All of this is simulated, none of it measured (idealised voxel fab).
process module | voxel transistor to metal
cross-section cut | 190 nm wide | cells 5 nm
A cross-section is a grid of square cells, given in bands from the top down. A band is one or more rows of cells.
Each band's line starts with the height of the band's top and of its bottom, in nm. Then come its materials from left to right, each with its width in nm. One material with "throughout" fills the band from edge to edge. "air" is empty space.
Height 0 is the level under which the wafer as received is all one material. The lowest band goes on downwards, as in "0 down".
A width such as "30 to 40" changes by the same amount from each row of cells to the next, from the band's top row to its bottom row.
"no change" after a step means that no cell of the cross-section changed.
closed voids: empty space of 8 cells or more with no open way to the top, each as width x height at its distance from the left edge, in nm
after a step's settings: what the simulator itself notes on the step
overlay nm, on a step with a mask: how far to the right of its planned place the mask lay; to the left if negative
plan
1 op RECEIVE | material Si
2 op OXIDIZE | depth nm 5
3 op CONFORMAL_DEP | material SiN | thk nm 15
4 op MASKED_ETCH | tone cover | mask id ACTIVE | width nm 100 | etch materials SiN | depth nm 15 | overlay nm 0
5 op MASKED_ETCH | tone cover | mask id ACTIVE | width nm 100 | etch materials SiO2 | depth nm 5 | overlay nm 0
6 op MASKED_ETCH | tone cover | mask id ACTIVE | width nm 100 | etch materials Si | depth nm 30 | overlay nm 0
7 op FILL_DEP | material SiO2 | thk nm 15
8 op CMP | height nm 15
9 op SELECTIVE_ETCH | etch materials SiO2 | depth nm 5
10 op STRIP | etch materials SiN
11 op SELECTIVE_ETCH | etch materials SiO2 | depth nm 5
12 op OXIDIZE | depth nm 5
13 op DIRECTIONAL_DEP | material polySi | thk nm 25
14 op DIRECTIONAL_DEP | material SiCN | thk nm 15
15 op MASKED_ETCH | tone cover | mask id GATE | width nm 15 | etch materials SiCN | depth nm 25 | overlay nm 0
16 op MASKED_ETCH | tone cover | mask id GATE | width nm 20 | etch materials polySi | depth nm 35 | overlay nm 0
17 op CONFORMAL_DEP | material SiN | thk nm 10
18 op DIRECTIONAL_ETCH | etch materials SiN | depth nm 10
19 op DIRECTIONAL_ETCH | etch materials SiO2 | depth nm 5
20 op DIRECTIONAL_ETCH | etch materials Si | depth nm 5
21 op EPI | material nSi | thk nm 5
22 op FILL_DEP | material SiO2 | thk nm 5
23 op CMP | height nm 35
24 op DIRECTIONAL_DEP | material SiO2 | thk nm 15
25 op MASKED_ETCH | tone open | mask id CONTACT | width nm 20 | pitch nm 70 | etch materials SiO2 | depth nm 60 | overlay nm 0
26 op CONFORMAL_DEP | material TiN | thk nm 5
27 op FILL_DEP | material Ru | thk nm 10
28 op CMP | height nm 50
29 op DIRECTIONAL_DEP | material TiN | thk nm 5
30 op DIRECTIONAL_DEP | material Ru | thk nm 15
31 op PATTERN | tone cover | mask id METAL_1 | material resist | width nm 20 | pitch nm 70 | thk nm 20 | overlay nm 0
32 op DIRECTIONAL_ETCH | etch materials Ru | depth nm 15
33 op DIRECTIONAL_ETCH | etch materials TiN | depth nm 5
34 op STRIP | etch materials resist
35 op CONFORMAL_DEP | material SiN | thk nm 5
36 op FILL_DEP | material SiO2 | thk nm 5
37 op CMP | height nm 70
38 op CONFORMAL_DEP | material SiCN | thk nm 5
varied across the wafers: width nm of step 15. The plan shows the first wafer's value. All wafers start alike
first wafer as received, after step 1
  0 down: Si throughout
  closed voids: none
first wafer at the end, after step 38
  75 to 70: SiCN throughout
  70 to 55: SiO2 45 | SiN 5 | Ru 20 | SiN 5 | SiO2 40 | SiN 5 | Ru 20 | SiN 5 | SiO2 45
  55 to 50: SiN 50 | TiN 20 | SiN 50 | TiN 20 | SiN 50
  50 to 35: SiO2 50 | TiN 5 | Ru 10 | TiN 5 | SiO2 50 | TiN 5 | Ru 10 | TiN 5 | SiO2 50
  35 to 20: SiO2 50 | TiN 5 | Ru 10 | TiN 5 | SiO2 10 | SiN 10 | SiCN 15 | SiN 10 | SiO2 5 | TiN 5 | Ru 10 | TiN 5 | SiO2 50
  20 to 5: SiO2 50 | TiN 5 | Ru 10 | TiN 5 | SiO2 5 | SiN 10 | polySi 20 | SiN 10 | SiO2 5 | TiN 5 | Ru 10 | TiN 5 | SiO2 50
  5 to -5: SiO2 40 | SiN 10 | TiN 5 to 10 | Ru 10 to 5 | TiN 5 | SiO2 5 | SiN 10 | polySi 20 | SiN 10 | SiO2 5 | TiN 5 | Ru 10 to 5 | TiN 5 to 10 | SiN 10 | SiO2 40
  -5 to -10: SiO2 50 | nSi 5 | TiN 15 | nSi 5 | SiO2 40 | nSi 5 | TiN 15 | nSi 5 | SiO2 50
  -10 to -15: SiO2 45 | Si 5 | nSi 25 | Si 40 | nSi 25 | Si 5 | SiO2 45
  -15 to -35: SiO2 45 | Si 100 | SiO2 45
  -35 down: Si throughout
  closed voids: none
last wafer at the end
  75 to 70: SiCN throughout
  70 to 55: SiO2 45 | SiN 5 | Ru 20 | SiN 5 | SiO2 40 | SiN 5 | Ru 20 | SiN 5 | SiO2 45
  55 to 50: SiN 50 | TiN 20 | SiN 50 | TiN 20 | SiN 50
  50 to 40: SiO2 50 | TiN 5 | Ru 10 | TiN 5 | SiO2 50 | TiN 5 | Ru 10 | TiN 5 | SiO2 50
  40 to 35: SiO2 50 | TiN 5 | Ru 10 | TiN 5 | SiO2 50 | TiN 10 | Ru 5 | TiN 5 | SiO2 50
  35 to 20: SiO2 50 | TiN 5 | Ru 10 | TiN 5 | SiN 10 | SiCN 35 | SiN 10 | TiN 5 | Ru 5 | TiN 5 | SiO2 50
  20 to 5: SiO2 50 | TiN 5 | Ru 10 | TiN 5 | SiN 10 | polySi 35 | SiN 10 | TiN 5 | Ru 5 | TiN 5 | SiO2 50
  5 to 0: SiO2 40 | SiN 10 | TiN 5 | Ru 10 | TiN 5 | SiN 10 | polySi 35 | SiN 10 | TiN 5 | Ru 5 | TiN 5 | SiN 10 | SiO2 40
  0 to -5: SiO2 40 | SiN 10 | TiN 20 | SiN 10 | polySi 35 | SiN 10 | TiN 15 | SiN 10 | SiO2 40
  -5 to -10: SiO2 50 | nSi 5 | TiN 10 | nSi 5 | SiO2 55 | nSi 5 | TiN 5 | nSi 5 | SiO2 50
  -10 to -15: SiO2 45 | Si 5 | nSi 20 | Si 55 | nSi 15 | Si 5 | SiO2 45
  -15 to -35: SiO2 45 | Si 100 | SiO2 45
  -35 down: Si throughout
  closed voids: none
each wafer at the end: cells of each material gained (+) or lost (-) since it was received, then its closed voids
width nm 15 | +66 Ru | -176 Si | +47 SiCN | +82 SiN | +457 SiO2 | +60 TiN | +14 nSi | +20 polySi | closed voids: none
width nm 20 | +66 Ru | -176 Si | +50 SiCN | +82 SiN | +454 SiO2 | +60 TiN | +14 nSi | +20 polySi | closed voids: none
width nm 25 | +65 Ru | -175 Si | +53 SiCN | +82 SiN | +447 SiO2 | +60 TiN | +13 nSi | +25 polySi | closed voids: none
width nm 30 | +64 Ru | -174 Si | +56 SiCN | +82 SiN | +440 SiO2 | +60 TiN | +12 nSi | +30 polySi | closed voids: none
width nm 35 | +56 Ru | -173 Si | +59 SiCN | +82 SiN | +441 SiO2 | +59 TiN | +11 nSi | +35 polySi | closed voids: none
